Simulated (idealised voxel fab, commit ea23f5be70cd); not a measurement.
You're looking at the process module voxel double patterning.
Xsec cut, 150 nm wide, square cell size 5 nm.
Cross-section format: a grid of square cells, given as bands from top to bottom; each band is one or more rows of cells.
It is stipulated that each band's entry specify, in nanometres, the height of the top of the band and then that of its bottom, followed by the materials of the band in left-to-right sequence, each together with its width in nanometres. A single material marked by the word "throughout" is understood to fill the band from edge to edge; the word "blank" is understood to denote empty space.
All heights in this document are referenced to 0, defined as the level beneath which the wafer, as received, consists entirely of one material. The lowest band is not bounded below; it extends indefinitely downward and is written in the form "from 0 down".
Quick explanation for "30->40": the width changes in equal steps down the rows of cells, from the first number in the band's top row to the second number in its bottom row.
What does "no modification" mean for a step? It means no cell of the cross-section changed in that step.
"Sealed-off cavities": sealed empty spaces, 8 cells or more, no open way to top, listed width x height at distance, with distance from the left edge and width, height and distance in nm.
It should be noted that, on the line of a given step, the content following the step's settings is a remark produced by the simulator itself with respect to that step.
The line of a step may include "overlay nm". On a step with a mask, this value is how far to the right of its planned place the mask lay. A negative value means the mask lay to the left.
## Listed below are the process steps as planned
1) RECEIVE | material Si
2) CONFORMAL_DEP | material SiN | thk nm 10
3) DIRECTIONAL_DEP | material SiO2 | thk nm 10
4) DIRECTIONAL_DEP | material SiCN | thk nm 5
5) DIRECTIONAL_DEP | material aC | thk nm 15
6) PATTERN | tone open | mask id FIRST | material resist | width nm 15 | pitch nm 50 | thk nm 35 | overlay nm 0
7) DIRECTIONAL_ETCH | etch materials aC | depth nm 15
8) STRIP | etch materials resist
9) DIRECTIONAL_ETCH | etch materials SiCN | depth nm 5
10) STRIP | etch materials aC
11) PATTERN | tone open | mask id SECOND | material resist | width nm 15 | thk nm 15 | overlay nm 0
12) DIRECTIONAL_ETCH | etch materials SiCN | depth nm 5
13) STRIP | etch materials resist
14) DIRECTIONAL_ETCH | etch materials SiO2 | depth nm 10
15) STRIP | etch materials SiCN
## The cross-section here shows the wafer as received, i.e. in its state after step 1
from 0 down = Si throughout
Sealed-off cavities: none
## Final wafer profile in cross-section after the module, from the same start and plan as above, with one mistake made during processing
from 10 to 0 = SiO2 40 / blank 15 / SiO2 10 / blank 15 / SiO2 10 / blank 15 / SiO2 45
from 0 down = Si throughout
Sealed-off cavities: none
Misprocessing identified: step 2 of the plan was omitted and not executed
